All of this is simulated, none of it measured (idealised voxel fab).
process module | voxel ribs on slabs
cross-section cut | 145 nm wide | cells 5 nm
A cross-section is a grid of square cells, given in bands from the top down. A band is one or more rows of cells.
Each band's line starts with the height of the band's top and of its bottom, in nm. Then come its materials from left to right, each with its width in nm. One material with "throughout" fills the band from edge to edge. "air" is empty space.
Height 0 is the level under which the wafer as received is all one material. The lowest band goes on downwards, as in "0 down".
A width such as "30 to 40" changes by the same amount from each row of cells to the next, from the band's top row to its bottom row.
"no change" after a step means that no cell of the cross-section changed.
closed voids: empty space of 8 cells or more with no open way to the top, each as width x height at its distance from the left edge, in nm
after a step's settings: what the simulator itself notes on the step
overlay nm, on a step with a mask: how far to the right of its planned place the mask lay; to the left if negative
plan
1 op RECEIVE | material Si
2 op DIRECTIONAL_DEP | material SiO2 | thk nm 25
3 op DIRECTIONAL_DEP | material SiN | thk nm 15
4 op PATTERN | tone cover | mask id RIB | material resist | width nm 25 | thk nm 20 | overlay nm 0
5 op DIRECTIONAL_ETCH | etch materials SiN | depth nm 5
6 op STRIP | etch materials resist
7 op PATTERN | tone cover | mask id SLAB | material resist | width nm 85 | thk nm 15 | overlay nm 0
8 op DIRECTIONAL_ETCH | etch materials SiN | depth nm 10
9 op STRIP | etch materials resist
10 op FILL_DEP | material SiO2 | thk nm 15
11 op CMP | height nm 50
12 op DIRECTIONAL_DEP | material W | thk nm 10
13 op PATTERN | tone cover | mask id HEATER | material resist | width nm 25 | thk nm 20 | overlay nm 0
14 op DIRECTIONAL_ETCH | etch materials W | depth nm 10
15 op STRIP | etch materials resist
16 op CONFORMAL_DEP | material SiO2 | thk nm 5
varied across the wafers: width nm of step 13. The plan shows the first wafer's value. All wafers start alike
first wafer as received, after step 1
  0 down: Si throughout
  closed voids: none
each wafer at the end: cells of each material gained (+) or lost (-) since it was received, then its closed voids
width nm 25 | +39 SiN | +284 SiO2 | +10 W | closed voids: none
width nm 30 | +39 SiN | +284 SiO2 | +12 W | closed voids: none
width nm 35 | +39 SiN | +284 SiO2 | +14 W | closed voids: none
width nm 40 | +39 SiN | +284 SiO2 | +16 W | closed voids: none
width nm 45 | +39 SiN | +284 SiO2 | +18 W | closed voids: none
width nm 50 | +39 SiN | +284 SiO2 | +20 W | closed voids: none
